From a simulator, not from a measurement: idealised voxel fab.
Documented hereafter: the process module known as voxel transistor to metal.
Section shown: cut. Width: 205 nm. Cell size: 5 nm, square.
A cross-section in this document is a grid of square cells, and it is written down as bands, the top band listed before the ones below it; a band is made up of one or more rows of cells. It is stipulated that each band's entry specify, in nanometres, the height of the top of the band and then that of its bottom, followed by the materials of the band in left-to-right sequence, each together with its width in nanometres. A single material marked by the word "edge to edge" is understood to fill the band from edge to edge; the word "blank" is understood to denote empty space. Height reference: 0 = level under which incoming wafer is all one material. Lowest band: no bottom, runs on downward, e.g. "0 and below". With a width like "30..40", each row of cells in the band differs from the next by the same amount, the top row carrying the first number and the bottom row the second. No cell of the cross-section changed in a step that is given as "everything unchanged". For the entry "Closed void inventory", the listed items are empty spaces with no open way to the top whose size is 8 cells or more; each item follows the pattern width x height at distance, where distance is from the left edge and all three are in nm. The remark found on a step's line after its settings is issued by the simulator itself and pertains to that step. overlay nm: for a step with a mask, the amount by which the mask lay right of where it was planned; a negative amount means left of it.

Intended process steps:
1. RECEIVE (material Si)
2. CONFORMAL_DEP (material SiO2; thk nm 5)
3. CONFORMAL_DEP (material SiN; thk nm 15)
4. PATTERN (tone cover; mask id ACTIVE; material resist; width nm 115; thk nm 15; overlay nm 0)
5. DIRECTIONAL_ETCH (etch materials SiN; depth nm 15)
6. DIRECTIONAL_ETCH (etch materials SiO2; depth nm 5)
7. DIRECTIONAL_ETCH (etch materials Si; depth nm 35)
8. STRIP (etch materials resist)
9. OXIDIZE (depth nm 5)
10. FILL_DEP (material SiO2; thk nm 5)
11. CMP (height nm 20)
12. SELECTIVE_ETCH (etch materials SiO2; depth nm 10)
13. STRIP (etch materials SiN)
14. SELECTIVE_ETCH (etch materials SiO2; depth nm 5)
15. OXIDIZE (depth nm 5)
16. DIRECTIONAL_DEP (material polySi; thk nm 20)
17. DIRECTIONAL_DEP (material SiCN; thk nm 15)
18. PATTERN (tone cover; mask id GATE; material resist; width nm 35; thk nm 15; overlay nm 0)
19. DIRECTIONAL_ETCH (etch materials SiCN; depth nm 25)
20. DIRECTIONAL_ETCH (etch materials polySi; depth nm 30)
21. STRIP (etch materials resist)
22. CONFORMAL_DEP (material SiN; thk nm 5)
23. DIRECTIONAL_ETCH (etch materials SiN; depth nm 5)
24. DIRECTIONAL_ETCH (etch materials SiO2; depth nm 5)
25. DIRECTIONAL_ETCH (etch materials Si; depth nm 5)
26. EPI (material nSi; thk nm 10)
27. FILL_DEP (material SiO2; thk nm 10)
28. CMP (height nm 20)
29. STRIP (etch materials polySi)
30. SELECTIVE_ETCH (etch materials SiO2; depth nm 5)
31. CONFORMAL_DEP (material HfO2; thk nm 5)
32. CONFORMAL_DEP (material TiN; thk nm 5)
33. FILL_DEP (material W; thk nm 5)
34. CMP (height nm 15)
35. DIRECTIONAL_DEP (material SiO2; thk nm 10)
36. MASKED_ETCH (tone open; mask id CONTACT; width nm 20; pitch nm 85; etch materials SiO2; depth nm 25; overlay nm 0)
37. CONFORMAL_DEP (material TiN; thk nm 5)
38. FILL_DEP (material Ru; thk nm 5)
39. CMP (height nm 25)
40. CONFORMAL_DEP (material SiCN; thk nm 5)
41. DIRECTIONAL_DEP (material lowk; thk nm 25)
42. MASKED_ETCH (tone open; mask id METAL_1; width nm 20; pitch nm 85; etch materials lowk; depth nm 25; overlay nm 0)
43. MASKED_ETCH (tone open; mask id METAL_1; width nm 20; pitch nm 85; etch materials SiCN; depth nm 5; overlay nm 0)
44. CONFORMAL_DEP (material TiN; thk nm 5)
45. FILL_DEP (material Cu; thk nm 5)
46. CMP (height nm 55)
47. CONFORMAL_DEP (material SiCN; thk nm 5)
48. DIRECTIONAL_DEP (material lowk; thk nm 30)
49. DIRECTIONAL_DEP (material aC; thk nm 10)
50. PATTERN (tone open; mask id METAL_2_HOLES; material resist; width nm 15; pitch nm 85; thk nm 25; overlay nm 0)
51. DIRECTIONAL_ETCH (etch materials aC; depth nm 10)
52. STRIP (etch materials resist)
53. DIRECTIONAL_ETCH (etch materials lowk; depth nm 30)
54. STRIP (etch materials aC)
55. DIRECTIONAL_DEP (material aC; thk nm 10)
56. PATTERN (tone open; mask id METAL_2; material resist; width nm 20; pitch nm 85; thk nm 25; overlay nm 0)
57. DIRECTIONAL_ETCH (etch materials aC; depth nm 10)
58. STRIP (etch materials resist)
59. DIRECTIONAL_ETCH (etch materials lowk; depth nm 15)
60. DIRECTIONAL_ETCH (etch materials SiCN; depth nm 5)
61. STRIP (etch materials aC)
62. CONFORMAL_DEP (material TiN; thk nm 5)
63. FILL_DEP (material Cu; thk nm 5)
64. CMP (height nm 90)
65. CONFORMAL_DEP (material SiN; thk nm 5)

Step 1 complete: cross-section of the wafer as received:
* 0 and below: Si edge to edge
* Closed void inventory: none

First wafer of two, sectioned at end of module; run went per plan:
* 95 down to 90: SiN edge to edge
* 90 down to 80: lowk 50 / TiN 5 / Cu 10 / TiN 5 / lowk 65 / TiN 5 / Cu 10 / TiN 5 / lowk 50
* 80 down to 75: lowk 50 / TiN 5 / Cu 5 / TiN 10 / lowk 65 / TiN 5 / Cu 5 / TiN 10 / lowk 50
* 75 down to 60: lowk 50 / TiN 5 / Cu 5 / TiN 5 / lowk 70 / TiN 5 / Cu 5 / TiN 5 / lowk 55
* 60 down to 55: SiCN 50 / TiN 15 / SiCN 70 / TiN 15 / SiCN 55
* 55 down to 30: lowk 50 / TiN 5 / Cu 10 / TiN 5 / lowk 65 / TiN 5 / Cu 10 / TiN 5 / lowk 50
* 30 down to 25: SiCN 50 / TiN 20 / SiCN 65 / TiN 20 / SiCN 50
* 25 down to 15: SiO2 50 / TiN 5 / Ru 10 / TiN 5 / SiO2 65 / TiN 5 / Ru 10 / TiN 5 / SiO2 50
* 15 down to 5: SiO2 50 / TiN 5 / Ru 10 / TiN 5 / SiO2 10 / SiN 5 / HfO2 5 / TiN 5 / W 15 / TiN 5 / HfO2 5 / SiN 5 / SiO2 10 / TiN 5 / Ru 10 / TiN 5 / SiO2 50
* 5 down to 0: SiO2 40 / SiN 5 / SiO2 5 / TiN 20 / nSi 10 / SiN 5 / HfO2 5 / TiN 25 / HfO2 5 / SiN 5 / nSi 10 / TiN 20 / SiO2 5 / SiN 5 / SiO2 40
* 0 down to -5: SiO2 45 / nSi 35 / HfO2 45 / nSi 35 / SiO2 45
* -5 down to -10: SiO2 50 / nSi 30 / Si 45 / nSi 30 / SiO2 50
* -10 down to -40: SiO2 50 / Si 105 / SiO2 50
* -40 and below: Si edge to edge
* Closed void inventory: none

What the second wafer looks like in cross-section once the module is done. Its start and its plan matched the first wafer's exactly; what differed was one mistake in how it was run:
* 95 down to 90: SiN edge to edge
* 90 down to 80: lowk 50 / TiN 5 / Cu 15 / TiN 5 / lowk 60 / TiN 5 / Cu 15 / TiN 5 / lowk 45
* 80 down to 75: lowk 50 / TiN 5 / Cu 5 / TiN 15 / lowk 60 / TiN 5 / Cu 5 / TiN 15 / lowk 45
* 75 down to 60: lowk 50 / TiN 5 / Cu 5 / TiN 5 / lowk 70 / TiN 5 / Cu 5 / TiN 5 / lowk 55
* 60 down to 55: SiCN 50 / TiN 15 / SiCN 70 / TiN 15 / SiCN 55
* 55 down to 30: lowk 50 / TiN 5 / Cu 10 / TiN 5 / lowk 65 / TiN 5 / Cu 10 / TiN 5 / lowk 50
* 30 down to 25: SiCN 50 / TiN 20 / SiCN 65 / TiN 20 / SiCN 50
* 25 down to 15: SiO2 50 / TiN 5 / Ru 10 / TiN 5 / SiO2 65 / TiN 5 / Ru 10 / TiN 5 / SiO2 50
* 15 down to 5: SiO2 50 / TiN 5 / Ru 10 / TiN 5 / SiO2 10 / SiN 5 / HfO2 5 / TiN 5 / W 15 / TiN 5 / HfO2 5 / SiN 5 / SiO2 10 / TiN 5 / Ru 10 / TiN 5 / SiO2 50
* 5 down to 0: SiO2 40 / SiN 5 / SiO2 5 / TiN 20 / nSi 10 / SiN 5 / HfO2 5 / TiN 25 / HfO2 5 / SiN 5 / nSi 10 / TiN 20 / SiO2 5 / SiN 5 / SiO2 40
* 0 down to -5: SiO2 45 / nSi 35 / HfO2 45 / nSi 35 / SiO2 45
* -5 down to -10: SiO2 50 / nSi 30 / Si 45 / nSi 30 / SiO2 50
* -10 down to -40: SiO2 50 / Si 105 / SiO2 50
* -40 and below: Si edge to edge
* Closed void inventory: none
The mistake made against the process plan was this: step 56 was run on a setting that differed from the plan, and what really ran there is PATTERN (tone open; mask id METAL_2; material resist; width nm 25; pitch nm 85; thk nm 25; overlay nm 0)
Cell-count delta at end, second wafer over first, by material: +4 Cu, +2 TiN, -6 lowk
